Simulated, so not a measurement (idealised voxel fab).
process module | voxel air gaps
cross-section cut | 205 nm wide | cells 5 nm
A cross-section is a grid of square cells, given in bands from the top down. A band is one or more rows of cells.
Each band's line starts with the height of the band's top and of its bottom, in nm. Then come its materials from left to right, each with its width in nm. One material with "throughout" fills the band from edge to edge. "air" is empty space.
Height 0 is the level under which the wafer as received is all one material. The lowest band goes on downwards, as in "0 down".
A width such as "30 to 40" changes by the same amount from each row of cells to the next, from the band's top row to its bottom row.
"no change" after a step means that no cell of the cross-section changed.
closed voids: empty space of 8 cells or more with no open way to the top, each as width x height at its distance from the left edge, in nm
after a step's settings: what the simulator itself notes on the step
overlay nm, on a step with a mask: how far to the right of its planned place the mask lay; to the left if negative
plan
1 op RECEIVE | material Si
2 op CONFORMAL_DEP | material SiO2 | thk nm 10
3 op CONFORMAL_DEP | material SiCN | thk nm 5
4 op DIRECTIONAL_DEP | material SiO2 | thk nm 30
5 op PATTERN | tone open | mask id LINES | material resist | width nm 20 | pitch nm 45 | thk nm 20 | overlay nm 0
6 op DIRECTIONAL_ETCH | etch materials SiO2 | depth nm 30
7 op STRIP | etch materials resist
8 op CONFORMAL_DEP | material TiN | thk nm 5
9 op FILL_DEP | material Cu | thk nm 10
10 op CMP | height nm 45
11 op EPI | material Ru | thk nm 10
12 op SELECTIVE_ETCH | etch materials SiO2 | depth nm 40
13 op CONFORMAL_DEP | material SiCN | thk nm 5
as received, after step 1
  0 down: Si throughout
  closed voids: none
a wafer at the end: this start, this plan, one mistake
  60 to 55: air 30 | SiCN 140 | air 35
  55 to 45: air 30 | SiCN 5 | Ru 40 | SiCN 5 | Ru 40 | SiCN 5 | Ru 40 | SiCN 5 | air 35
  45 to 40: air 30 | SiCN 15 | TiN 5 | Cu 10 | TiN 5 | SiCN 25 | TiN 5 | Cu 10 | TiN 5 | SiCN 25 | TiN 5 | Cu 10 | TiN 5 | SiCN 15 | air 35
  40 to 30: air 40 | SiCN 5 | TiN 5 | Cu 10 | TiN 5 | SiCN 5 | air 15 | SiCN 5 | TiN 5 | Cu 10 | TiN 5 | SiCN 5 | air 15 | SiCN 5 | TiN 5 | Cu 10 | TiN 5 | SiCN 5 | air 45
  30 to 25: SiCN 45 | TiN 20 | SiCN 25 | TiN 20 | SiCN 25 | TiN 20 | SiCN 50
  25 to 10: SiCN throughout
  10 to 0: SiO2 throughout
  0 down: Si throughout
  closed voids: none
what went wrong: step 3 ran as: op CONFORMAL_DEP | material SiCN | thk nm 15
